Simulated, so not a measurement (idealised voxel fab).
Herein follows the process module entitled voxel self aligned vias.
This is section cut - it's 235 nm across, gridded in 5 nm square cells.
Cross-section spec: square-cell grid; bands listed top down; each band is one or more rows. Heads up on the band format: heights come first, top then bottom, in nm. After that it's the materials left to right, each with its width in nm. A single material flagged "everywhere" fills the whole band edge to edge, and "air" means there's empty space there. Measure heights from 0. That's the level where, below it, the as-received wafer is all one material. The lowest band is bottomless and extends downward; write it as in "from 0 down". Quick explanation for "30..40": the width changes in equal steps down the rows of cells, from the first number in the band's top row to the second number in its bottom row. Any step labelled "no change" changed none of the cells in the cross-section. The list in "Closed void roster" covers empty spaces of 8 cells or more that cannot reach the top through any open way, and it gives each as width x height at distance; the distance is from the left edge, and width, height and distance are in nm. Text after the settings on a step's line: the simulator's own remark on that step. "overlay nm" on a masked step: distance the mask lay right of its planned place, negative for left. Before/after cross-section pairs, one process step each; after shown to lowest changed band; step and settings beneath. Pairs may be from different runs of this module on the same starting wafer; a pair continues from the one above only where its "Prior to processing" entry says so.

[Prior to processing]
	from 35 to 20: 30 of SiO2 / 5 of TiN / 20 of Ru / 5 of TiN / 40 of SiO2 / 5 of TiN / 20 of Ru / 5 of TiN / 40 of SiO2 / 5 of TiN / 20 of Ru / 5 of TiN / 35 of SiO2
	from 20 to 15: 30 of SiO2 / 30 of TiN / 40 of SiO2 / 30 of TiN / 40 of SiO2 / 30 of TiN / 35 of SiO2
	from 15 to 10: SiCN everywhere
	from 10 to 0: SiO2 everywhere
	from 0 down: Si everywhere
	Closed void roster: none

[As Processed]
	from 35 to 20: 30 of SiO2 / 30 of air / 40 of SiO2 / 30 of air / 40 of SiO2 / 30 of air / 35 of SiO2
	Nothing below the height 20 has changed.
	Closed void roster: none
So what happens between those two cross-sections up there? SELECTIVE_ETCH | etch materials W Ru TiN | depth nm 15

Prior to processing: carried over from the after image of the pair right above.

[As Processed]
	from 40 to 35: SiN everywhere
	from 35 to 20: 30 of SiO2 / 30 of SiN / 40 of SiO2 / 30 of SiN / 40 of SiO2 / 30 of SiN / 35 of SiO2
	Nothing below the height 20 has changed.
	Closed void roster: none
So what happens between those two cross-sections up there? FILL_DEP | material SiN | thk nm 5

Prior to processing: carried over from the after image of the pair right above.

[As Processed]
	from 35 to 20: 30 of SiO2 / 30 of SiN / 40 of SiO2 / 30 of SiN / 40 of SiO2 / 30 of SiN / 35 of SiO2
	Nothing below the height 20 has changed.
	Closed void roster: none
So what happens between those two cross-sections up there? CMP | height nm 35

Prior to processing: carried over from the after image of the pair right above.

[As Processed]
	from 50 to 35: SiO2 everywhere
	Nothing below the height 35 has changed.
	Closed void roster: none
So what happens between those two cross-sections up there? DIRECTIONAL_DEP | material SiO2 | thk nm 15

Prior to processing: carried over from the after image of the pair right above.

[As Processed]
	from 65 to 50: aC everywhere
	Nothing below the height 50 has changed.
	Closed void roster: none
So what happens between those two cross-sections up there? DIRECTIONAL_DEP | material aC | thk nm 15

Prior to processing: carried over from the after image of the pair right above.

[As Processed]
	from 100 to 65: 20 of resist / 50 of air / 20 of resist / 50 of air / 20 of resist / 50 of air / 25 of resist
	Nothing below the height 65 has changed.
	Closed void roster: none
So what happens between those two cross-sections up there? PATTERN | tone open | mask id VIAS | material resist | width nm 50 | pitch nm 70 | thk nm 35 | overlay nm 0

Prior to processing: carried over from the after image of the pair right above.

[As Processed]
	from 85 to 65: 20 of resist / 50 of air / 20 of resist / 50 of air / 20 of resist / 50 of air / 25 of resist
	from 65 to 50: 20 of aC / 50 of air / 20 of aC / 50 of air / 20 of aC / 50 of air / 25 of aC
	Nothing below the height 50 has changed.
	Closed void roster: none
So what happens between those two cross-sections up there? DIRECTIONAL_ETCH | etch materials aC | depth nm 15

Prior to processing: carried over from the after image of the pair right above.

[As Processed]
	from 65 to 50: 20 of aC / 50 of air / 20 of aC / 50 of air / 20 of aC / 50 of air / 25 of aC
	Nothing below the height 50 has changed.
	Closed void roster: none
So what happens between those two cross-sections up there? STRIP | etch materials resist

Prior to processing: carried over from the after image of the pair right above.

[As Processed]
	from 65 to 50: 20 of aC / 50 of air / 20 of aC / 50 of air / 20 of aC / 50 of air / 25 of aC
	from 50 to 35: 20 of SiO2 / 50 of air / 20 of SiO2 / 50 of air / 20 of SiO2 / 50 of air / 25 of SiO2
	Nothing below the height 35 has changed.
	Closed void roster: none
So what happens between those two cross-sections up there? DIRECTIONAL_ETCH | etch materials SiO2 | depth nm 15

Prior to processing: carried over from the after image of the pair right above.

[As Processed]
	from 65 to 50: 20 of aC / 50 of air / 20 of aC / 50 of air / 20 of aC / 50 of air / 25 of aC
	from 50 to 35: 20 of SiO2 / 50 of air / 20 of SiO2 / 50 of air / 20 of SiO2 / 50 of air / 25 of SiO2
	from 35 to 25: 30 of SiO2 / 30 of air / 40 of SiO2 / 30 of air / 40 of SiO2 / 30 of air / 35 of SiO2
	Nothing below the height 25 has changed.
	Closed void roster: none
So what happens between those two cross-sections up there? DIRECTIONAL_ETCH | etch materials SiN | depth nm 10

Prior to processing: carried over from the after image of the pair right above.

[As Processed]
	from 50 to 35: 20 of SiO2 / 50 of air / 20 of SiO2 / 50 of air / 20 of SiO2 / 50 of air / 25 of SiO2
	Nothing below the height 35 has changed.
	Closed void roster: none
So what happens between those two cross-sections up there? STRIP | etch materials aC

Prior to processing: carried over from the after image of the pair right above.

[As Processed]
	from 55 to 50: 25 of TiN / 40 of air / 30 of TiN / 40 of air / 30 of TiN / 40 of air / 30 of TiN
	from 50 to 40: 20 of SiO2 / 5 of TiN / 40 of air / 5 of TiN / 20 of SiO2 / 5 of TiN / 40 of air / 5 of TiN / 20 of SiO2 / 5 of TiN / 40 of air / 5 of TiN / 25 of SiO2
	from 40 to 30: 20..30 of SiO2 / 15..5 of TiN / 20 of air / 15..5 of TiN / 20..40 of SiO2 / 15..5 of TiN / 20 of air / 15..5 of TiN / 20..40 of SiO2 / 15..5 of TiN / 20 of air / 15..5 of TiN / 25..35 of SiO2
	from 30 to 25: 30 of SiO2 / 30 of TiN / 40 of SiO2 / 30 of TiN / 40 of SiO2 / 30 of TiN / 35 of SiO2
	Nothing below the height 25 has changed.
	Closed void roster: none
So what happens between those two cross-sections up there? CONFORMAL_DEP | material TiN | thk nm 5

Prior to processing: carried over from the after image of the pair right above.

[As Processed]
	from 60 to 55: W everywhere
	from 55 to 50: 25 of TiN / 40 of W / 30 of TiN / 40 of W / 30 of TiN / 40 of W / 30 of TiN
	from 50 to 40: 20 of SiO2 / 5 of TiN / 40 of W / 5 of TiN / 20 of SiO2 / 5 of TiN / 40 of W / 5 of TiN / 20 of SiO2 / 5 of TiN / 40 of W / 5 of TiN / 25 of SiO2
	from 40 to 30: 20..30 of SiO2 / 15..5 of TiN / 20 of W / 15..5 of TiN / 20..40 of SiO2 / 15..5 of TiN / 20 of W / 15..5 of TiN / 20..40 of SiO2 / 15..5 of TiN / 20 of W / 15..5 of TiN / 25..35 of SiO2
	Nothing below the height 30 has changed.
	Closed void roster: none
So what happens between those two cross-sections up there? FILL_DEP | material W | thk nm 5

Prior to processing: carried over from the after image of the pair right above.

[As Processed]
	from 50 to 40: 20 of SiO2 / 5 of TiN / 40 of W / 5 of TiN / 20 of SiO2 / 5 of TiN / 40 of W / 5 of TiN / 20 of SiO2 / 5 of TiN / 40 of W / 5 of TiN / 25 of SiO2
	Nothing below the height 40 has changed.
	Closed void roster: none
So what happens between those two cross-sections up there? CMP | height nm 50

Prior to processing: carried over from the after image of the pair right above.

[As Processed]
	from 55 to 50: SiCN everywhere
	Nothing below the height 50 has changed.
	Closed void roster: none
So what happens between those two cross-sections up there? CONFORMAL_DEP | material SiCN | thk nm 5

[Prior to processing]
	from 65 to 50: aC everywhere
	from 50 to 35: SiO2 everywhere
	from 35 to 25: 30 of SiO2 / 30 of SiN / 40 of SiO2 / 30 of SiN / 40 of SiO2 / 30 of SiN / 35 of SiO2
	from 25 to 20: 30 of SiO2 / 5 of TiN / 20 of Ru / 5 of TiN / 40 of SiO2 / 5 of TiN / 20 of Ru / 5 of TiN / 40 of SiO2 / 5 of TiN / 20 of Ru / 5 of TiN / 35 of SiO2
	from 20 to 15: 30 of SiO2 / 30 of TiN / 40 of SiO2 / 30 of TiN / 40 of SiO2 / 30 of TiN / 35 of SiO2
	from 15 to 10: SiCN everywhere
	from 10 to 0: SiO2 everywhere
	from 0 down: Si everywhere
	Closed void roster: none

[As Processed]
	from 100 to 65: 25 of resist / 45 of air / 25 of resist / 45 of air / 25 of resist / 45 of air / 25 of resist
	Nothing below the height 65 has changed.
	Closed void roster: none
So what happens between those two cross-sections up there? PATTERN | tone open | mask id VIAS | material resist | width nm 45 | pitch nm 70 | thk nm 35 | overlay nm 0

Prior to processing: carried over from the after image of the pair right above.

[As Processed]
	from 85 to 65: 25 of resist / 45 of air / 25 of resist / 45 of air / 25 of resist / 45 of air / 25 of resist
	from 65 to 50: 25 of aC / 45 of air / 25 of aC / 45 of air / 25 of aC / 45 of air / 25 of aC
	Nothing below the height 50 has changed.
	Closed void roster: none
So what happens between those two cross-sections up there? DIRECTIONAL_ETCH | etch materials aC | depth nm 15

Prior to processing: carried over from the after image of the pair right above.

[As Processed]
	from 65 to 50: 25 of aC / 45 of air / 25 of aC / 45 of air / 25 of aC / 45 of air / 25 of aC
	Nothing below the height 50 has changed.
	Closed void roster: none
So what happens between those two cross-sections up there? STRIP | etch materials resist

Prior to processing: carried over from the after image of the pair right above.

[As Processed]
	from 65 to 50: 25 of aC / 45 of air / 25 of aC / 45 of air / 25 of aC / 45 of air / 25 of aC
	from 50 to 35: 25 of SiO2 / 45 of air / 25 of SiO2 / 45 of air / 25 of SiO2 / 45 of air / 25 of SiO2
	Nothing below the height 35 has changed.
	Closed void roster: none
So what happens between those two cross-sections up there? DIRECTIONAL_ETCH | etch materials SiO2 | depth nm 15

Prior to processing: carried over from the after image of the pair right above.

[As Processed]
	from 65 to 50: 25 of aC / 45 of air / 25 of aC / 45 of air / 25 of aC / 45 of air / 25 of aC
	from 50 to 35: 25 of SiO2 / 45 of air / 25 of SiO2 / 45 of air / 25 of SiO2 / 45 of air / 25 of SiO2
	from 35 to 25: 30 of SiO2 / 30 of air / 40 of SiO2 / 30 of air / 40 of SiO2 / 30 of air / 35 of SiO2
	Nothing below the height 25 has changed.
	Closed void roster: none
So what happens between those two cross-sections up there? DIRECTIONAL_ETCH | etch materials SiN | depth nm 10

Prior to processing: carried over from the after image of the pair right above.

[As Processed]
	from 50 to 35: 25 of SiO2 / 45 of air / 25 of SiO2 / 45 of air / 25 of SiO2 / 45 of air / 25 of SiO2
	Nothing below the height 35 has changed.
	Closed void roster: none
So what happens between those two cross-sections up there? STRIP | etch materials aC

Prior to processing: carried over from the after image of the pair right above.

[As Processed]
	from 55 to 50: 30 of TiN / 35 of air / 35 of TiN / 35 of air / 35 of TiN / 35 of air / 30 of TiN
	from 50 to 40: 25 of SiO2 / 5 of TiN / 35 of air / 5 of TiN / 25 of SiO2 / 5 of TiN / 35 of air / 5 of TiN / 25 of SiO2 / 5 of TiN / 35 of air / 5 of TiN / 25 of SiO2
	from 40 to 30: 25..30 of SiO2 / 10..5 of TiN / 20 of air / 15..5 of TiN / 25..40 of SiO2 / 10..5 of TiN / 20 of air / 15..5 of TiN / 25..40 of SiO2 / 10..5 of TiN / 20 of air / 15..5 of TiN / 25..35 of SiO2
	from 30 to 25: 30 of SiO2 / 30 of TiN / 40 of SiO2 / 30 of TiN / 40 of SiO2 / 30 of TiN / 35 of SiO2
	Nothing below the height 25 has changed.
	Closed void roster: none
So what happens between those two cross-sections up there? CONFORMAL_DEP | material TiN | thk nm 5

Prior to processing: carried over from the after image of the pair right above.

[As Processed]
	from 60 to 55: W everywhere
	from 55 to 50: 30 of TiN / 35 of W / 35 of TiN / 35 of W / 35 of TiN / 35 of W / 30 of TiN
	from 50 to 40: 25 of SiO2 / 5 of TiN / 35 of W / 5 of TiN / 25 of SiO2 / 5 of TiN / 35 of W / 5 of TiN / 25 of SiO2 / 5 of TiN / 35 of W / 5 of TiN / 25 of SiO2
	from 40 to 30: 25..30 of SiO2 / 10..5 of TiN / 20 of W / 15..5 of TiN / 25..40 of SiO2 / 10..5 of TiN / 20 of W / 15..5 of TiN / 25..40 of SiO2 / 10..5 of TiN / 20 of W / 15..5 of TiN / 25..35 of SiO2
	Nothing below the height 30 has changed.
	Closed void roster: none
So what happens between those two cross-sections up there? FILL_DEP | material W | thk nm 5

Prior to processing: carried over from the after image of the pair right above.

[As Processed]
	from 50 to 40: 25 of SiO2 / 5 of TiN / 35 of W / 5 of TiN / 25 of SiO2 / 5 of TiN / 35 of W / 5 of TiN / 25 of SiO2 / 5 of TiN / 35 of W / 5 of TiN / 25 of SiO2
	Nothing below the height 40 has changed.
	Closed void roster: none
So what happens between those two cross-sections up there? CMP | height nm 50

Prior to processing: carried over from the after image of the pair right above.

[As Processed]
	from 55 to 50: SiCN everywhere
	Nothing below the height 50 has changed.
	Closed void roster: none
So what happens between those two cross-sections up there? CONFORMAL_DEP | material SiCN | thk nm 5

[Prior to processing]
	from 65 to 50: aC everywhere
	from 50 to 35: SiO2 everywhere
	from 35 to 25: 30 of SiO2 / 30 of SiN / 40 of SiO2 / 30 of SiN / 40 of SiO2 / 30 of SiN / 35 of SiO2
	from 25 to 20: 30 of SiO2 / 5 of TiN / 20 of Ru / 5 of TiN / 40 of SiO2 / 5 of TiN / 20 of Ru / 5 of TiN / 40 of SiO2 / 5 of TiN / 20 of Ru / 5 of TiN / 35 of SiO2
	from 20 to 15: 30 of SiO2 / 30 of TiN / 40 of SiO2 / 30 of TiN / 40 of SiO2 / 30 of TiN / 35 of SiO2
	from 15 to 10: SiCN everywhere
	from 10 to 0: SiO2 everywhere
	from 0 down: Si everywhere
	Closed void roster: none

[As Processed]
	from 100 to 65: 30 of resist / 50 of air / 20 of resist / 50 of air / 20 of resist / 50 of air / 15 of resist
	Nothing below the height 65 has changed.
	Closed void roster: none
So what happens between those two cross-sections up there? PATTERN | tone open | mask id VIAS | material resist | width nm 50 | pitch nm 70 | thk nm 35 | overlay nm 10

Prior to processing: carried over from the after image of the pair right above.

[As Processed]
	from 85 to 65: 30 of resist / 50 of air / 20 of resist / 50 of air / 20 of resist / 50 of air / 15 of resist
	from 65 to 50: 30 of aC / 50 of air / 20 of aC / 50 of air / 20 of aC / 50 of air / 15 of aC
	Nothing below the height 50 has changed.
	Closed void roster: none
So what happens between those two cross-sections up there? DIRECTIONAL_ETCH | etch materials aC | depth nm 15

Prior to processing: carried over from the after image of the pair right above.

[As Processed]
	from 65 to 50: 30 of aC / 50 of air / 20 of aC / 50 of air / 20 of aC / 50 of air / 15 of aC
	Nothing below the height 50 has changed.
	Closed void roster: none
So what happens between those two cross-sections up there? STRIP | etch materials resist

Prior to processing: carried over from the after image of the pair right above.

[As Processed]
	from 65 to 50: 30 of aC / 50 of air / 20 of aC / 50 of air / 20 of aC / 50 of air / 15 of aC
	from 50 to 35: 30 of SiO2 / 50 of air / 20 of SiO2 / 50 of air / 20 of SiO2 / 50 of air / 15 of SiO2
	Nothing below the height 35 has changed.
	Closed void roster: none
So what happens between those two cross-sections up there? DIRECTIONAL_ETCH | etch materials SiO2 | depth nm 15

Prior to processing: carried over from the after image of the pair right above.

[As Processed]
	from 65 to 50: 30 of aC / 50 of air / 20 of aC / 50 of air / 20 of aC / 50 of air / 15 of aC
	from 50 to 35: 30 of SiO2 / 50 of air / 20 of SiO2 / 50 of air / 20 of SiO2 / 50 of air / 15 of SiO2
	from 35 to 25: 30 of SiO2 / 30 of air / 40 of SiO2 / 30 of air / 40 of SiO2 / 30 of air / 35 of SiO2
	Nothing below the height 25 has changed.
	Closed void roster: none
So what happens between those two cross-sections up there? DIRECTIONAL_ETCH | etch materials SiN | depth nm 10

Prior to processing: carried over from the after image of the pair right above.

[As Processed]
	from 50 to 35: 30 of SiO2 / 50 of air / 20 of SiO2 / 50 of air / 20 of SiO2 / 50 of air / 15 of SiO2
	Nothing below the height 35 has changed.
	Closed void roster: none
So what happens between those two cross-sections up there? STRIP | etch materials aC

Prior to processing: carried over from the after image of the pair right above.

[As Processed]
	from 55 to 50: 35 of TiN / 40 of air / 30 of TiN / 40 of air / 30 of TiN / 40 of air / 20 of TiN
	from 50 to 40: 30 of SiO2 / 5 of TiN / 40 of air / 5 of TiN / 20 of SiO2 / 5 of TiN / 40 of air / 5 of TiN / 20 of SiO2 / 5 of TiN / 40 of air / 5 of TiN / 15 of SiO2
	from 40 to 30: 30 of SiO2 / 5 of TiN / 20 of air / 25..5 of TiN / 20..40 of SiO2 / 5 of TiN / 20 of air / 25..5 of TiN / 20..40 of SiO2 / 5 of TiN / 20 of air / 25..5 of TiN / 15..35 of SiO2
	from 30 to 25: 30 of SiO2 / 30 of TiN / 40 of SiO2 / 30 of TiN / 40 of SiO2 / 30 of TiN / 35 of SiO2
	Nothing below the height 25 has changed.
	Closed void roster: none
So what happens between those two cross-sections up there? CONFORMAL_DEP | material TiN | thk nm 5

Prior to processing: carried over from the after image of the pair right above.

[As Processed]
	from 60 to 55: W everywhere
	from 55 to 50: 35 of TiN / 40 of W / 30 of TiN / 40 of W / 30 of TiN / 40 of W / 20 of TiN
	from 50 to 40: 30 of SiO2 / 5 of TiN / 40 of W / 5 of TiN / 20 of SiO2 / 5 of TiN / 40 of W / 5 of TiN / 20 of SiO2 / 5 of TiN / 40 of W / 5 of TiN / 15 of SiO2
	from 40 to 30: 30 of SiO2 / 5 of TiN / 20 of W / 25..5 of TiN / 20..40 of SiO2 / 5 of TiN / 20 of W / 25..5 of TiN / 20..40 of SiO2 / 5 of TiN / 20 of W / 25..5 of TiN / 15..35 of SiO2
	Nothing below the height 30 has changed.
	Closed void roster: none
So what happens between those two cross-sections up there? FILL_DEP | material W | thk nm 5

Prior to processing: carried over from the after image of the pair right above.

[As Processed]
	from 50 to 40: 30 of SiO2 / 5 of TiN / 40 of W / 5 of TiN / 20 of SiO2 / 5 of TiN / 40 of W / 5 of TiN / 20 of SiO2 / 5 of TiN / 40 of W / 5 of TiN / 15 of SiO2
	Nothing below the height 40 has changed.
	Closed void roster: none
So what happens between those two cross-sections up there? CMP | height nm 50

Prior to processing: carried over from the after image of the pair right above.

[As Processed]
	from 55 to 50: SiCN everywhere
	Nothing below the height 50 has changed.
	Closed void roster: none
So what happens between those two cross-sections up there? CONFORMAL_DEP | material SiCN | thk nm 5

[Prior to processing]
	from 50 to 35: 20 of SiO2 / 50 of air / 20 of SiO2 / 50 of air / 20 of SiO2 / 50 of air / 25 of SiO2
	from 35 to 25: 30 of SiO2 / 30 of air / 40 of SiO2 / 30 of air / 40 of SiO2 / 30 of air / 35 of SiO2
	from 25 to 20: 30 of SiO2 / 5 of TiN / 20 of Ru / 5 of TiN / 40 of SiO2 / 5 of TiN / 20 of Ru / 5 of TiN / 40 of SiO2 / 5 of TiN / 20 of Ru / 5 of TiN / 35 of SiO2
	from 20 to 15: 30 of SiO2 / 30 of TiN / 40 of SiO2 / 30 of TiN / 40 of SiO2 / 30 of TiN / 35 of SiO2
	from 15 to 10: SiCN everywhere
	from 10 to 0: SiO2 everywhere
	from 0 down: Si everywhere
	Closed void roster: none

[As Processed]
	from 55 to 50: 25 of aC / 40 of air / 30 of aC / 40 of air / 30 of aC / 40 of air / 30 of aC
	from 50 to 40: 20 of SiO2 / 5 of aC / 40 of air / 5 of aC / 20 of SiO2 / 5 of aC / 40 of air / 5 of aC / 20 of SiO2 / 5 of aC / 40 of air / 5 of aC / 25 of SiO2
	from 40 to 30: 20..30 of SiO2 / 15..5 of aC / 20 of air / 15..5 of aC / 20..40 of SiO2 / 15..5 of aC / 20 of air / 15..5 of aC / 20..40 of SiO2 / 15..5 of aC / 20 of air / 15..5 of aC / 25..35 of SiO2
	from 30 to 25: 30 of SiO2 / 30 of aC / 40 of SiO2 / 30 of aC / 40 of SiO2 / 30 of aC / 35 of SiO2
	Nothing below the height 25 has changed.
	Closed void roster: none
So what happens between those two cross-sections up there? CONFORMAL_DEP | material aC | thk nm 5

Prior to processing: carried over from the after image of the pair right above.

[As Processed]
	from 60 to 55: W everywhere
	from 55 to 50: 25 of aC / 40 of W / 30 of aC / 40 of W / 30 of aC / 40 of W / 30 of aC
	from 50 to 40: 20 of SiO2 / 5 of aC / 40 of W / 5 of aC / 20 of SiO2 / 5 of aC / 40 of W / 5 of aC / 20 of SiO2 / 5 of aC / 40 of W / 5 of aC / 25 of SiO2
	from 40 to 30: 20..30 of SiO2 / 15..5 of aC / 20 of W / 15..5 of aC / 20..40 of SiO2 / 15..5 of aC / 20 of W / 15..5 of aC / 20..40 of SiO2 / 15..5 of aC / 20 of W / 15..5 of aC / 25..35 of SiO2
	Nothing below the height 30 has changed.
	Closed void roster: none
So what happens between those two cross-sections up there? FILL_DEP | material W | thk nm 5

Prior to processing: carried over from the after image of the pair right above.

[As Processed]
	from 50 to 40: 20 of SiO2 / 5 of aC / 40 of W / 5 of aC / 20 of SiO2 / 5 of aC / 40 of W / 5 of aC / 20 of SiO2 / 5 of aC / 40 of W / 5 of aC / 25 of SiO2
	Nothing below the height 40 has changed.
	Closed void roster: none
So what happens between those two cross-sections up there? CMP | height nm 50

Prior to processing: carried over from the after image of the pair right above.

[As Processed]
	from 55 to 50: SiCN everywhere
	Nothing below the height 50 has changed.
	Closed void roster: none
So what happens between those two cross-sections up there? CONFORMAL_DEP | material SiCN | thk nm 5

[Prior to processing]
	from 65 to 50: aC everywhere
	from 50 to 35: SiO2 everywhere
	from 35 to 25: 30 of SiO2 / 30 of SiN / 40 of SiO2 / 30 of SiN / 40 of SiO2 / 30 of SiN / 35 of SiO2
	from 25 to 20: 30 of SiO2 / 5 of TiN / 20 of Ru / 5 of TiN / 40 of SiO2 / 5 of TiN / 20 of Ru / 5 of TiN / 40 of SiO2 / 5 of TiN / 20 of Ru / 5 of TiN / 35 of SiO2
	from 20 to 15: 30 of SiO2 / 30 of TiN / 40 of SiO2 / 30 of TiN / 40 of SiO2 / 30 of TiN / 35 of SiO2
	from 15 to 10: SiCN everywhere
	from 10 to 0: SiO2 everywhere
	from 0 down: Si everywhere
	Closed void roster: none

[As Processed]
	from 100 to 65: 20 of air / 50 of resist / 20 of air / 50 of resist / 20 of air / 50 of resist / 25 of air
	Nothing below the height 65 has changed.
	Closed void roster: none
So what happens between those two cross-sections up there? PATTERN | tone cover | mask id VIAS | material resist | width nm 50 | pitch nm 70 | thk nm 35 | overlay nm 0

Prior to processing: carried over from the after image of the pair right above.

[As Processed]
	from 85 to 65: 20 of air / 50 of resist / 20 of air / 50 of resist / 20 of air / 50 of resist / 25 of air
	from 65 to 50: 20 of air / 50 of aC / 20 of air / 50 of aC / 20 of air / 50 of aC / 25 of air
	Nothing below the height 50 has changed.
	Closed void roster: none
So what happens between those two cross-sections up there? DIRECTIONAL_ETCH | etch materials aC | depth nm 15

Prior to processing: carried over from the after image of the pair right above.

[As Processed]
	from 65 to 50: 20 of air / 50 of aC / 20 of air / 50 of aC / 20 of air / 50 of aC / 25 of air
	Nothing below the height 50 has changed.
	Closed void roster: none
So what happens between those two cross-sections up there? STRIP | etch materials resist

Prior to processing: carried over from the after image of the pair right above.

[As Processed]
	from 65 to 50: 20 of air / 50 of aC / 20 of air / 50 of aC / 20 of air / 50 of aC / 25 of air
	from 50 to 35: 20 of air / 50 of SiO2 / 20 of air / 50 of SiO2 / 20 of air / 50 of SiO2 / 25 of air
	Nothing below the height 35 has changed.
	Closed void roster: none
So what happens between those two cross-sections up there? DIRECTIONAL_ETCH | etch materials SiO2 | depth nm 15

Prior to processing: carried over from the after image of the pair right above.

[As Processed]
	from 50 to 35: 20 of air / 50 of SiO2 / 20 of air / 50 of SiO2 / 20 of air / 50 of SiO2 / 25 of air
	Nothing below the height 35 has changed.
	Closed void roster: none
So what happens between those two cross-sections up there? STRIP | etch materials aC

Prior to processing: carried over from the after image of the pair right above.

[As Processed]
	from 55 to 50: 15 of air / 60 of TiN / 10 of air / 60 of TiN / 10 of air / 60 of TiN / 20 of air
	from 50 to 40: 15 of air / 5 of TiN / 50 of SiO2 / 5 of TiN / 10 of air / 5 of TiN / 50 of SiO2 / 5 of TiN / 10 of air / 5 of TiN / 50 of SiO2 / 5 of TiN / 20 of air
	from 40 to 35: 20 of TiN / 50 of SiO2 / 20 of TiN / 50 of SiO2 / 20 of TiN / 50 of SiO2 / 25 of TiN
	Nothing below the height 35 has changed.
	Closed void roster: none
So what happens between those two cross-sections up there? CONFORMAL_DEP | material TiN | thk nm 5

Prior to processing: carried over from the after image of the pair right above.

[As Processed]
	from 60 to 55: W everywhere
	from 55 to 50: 15 of W / 60 of TiN / 10 of W / 60 of TiN / 10 of W / 60 of TiN / 20 of W
	from 50 to 40: 15 of W / 5 of TiN / 50 of SiO2 / 5 of TiN / 10 of W / 5 of TiN / 50 of SiO2 / 5 of TiN / 10 of W / 5 of TiN / 50 of SiO2 / 5 of TiN / 20 of W
	Nothing below the height 40 has changed.
	Closed void roster: none
So what happens between those two cross-sections up there? FILL_DEP | material W | thk nm 5

Prior to processing: carried over from the after image of the pair right above.

[As Processed]
	from 50 to 40: 15 of W / 5 of TiN / 50 of SiO2 / 5 of TiN / 10 of W / 5 of TiN / 50 of SiO2 / 5 of TiN / 10 of W / 5 of TiN / 50 of SiO2 / 5 of TiN / 20 of W
	Nothing below the height 40 has changed.
	Closed void roster: none
So what happens between those two cross-sections up there? CMP | height nm 50

Prior to processing: carried over from the after image of the pair right above.

[As Processed]
	from 55 to 50: SiCN everywhere
	Nothing below the height 50 has changed.
	Closed void roster: none
So what happens between those two cross-sections up there? CONFORMAL_DEP | material SiCN | thk nm 5
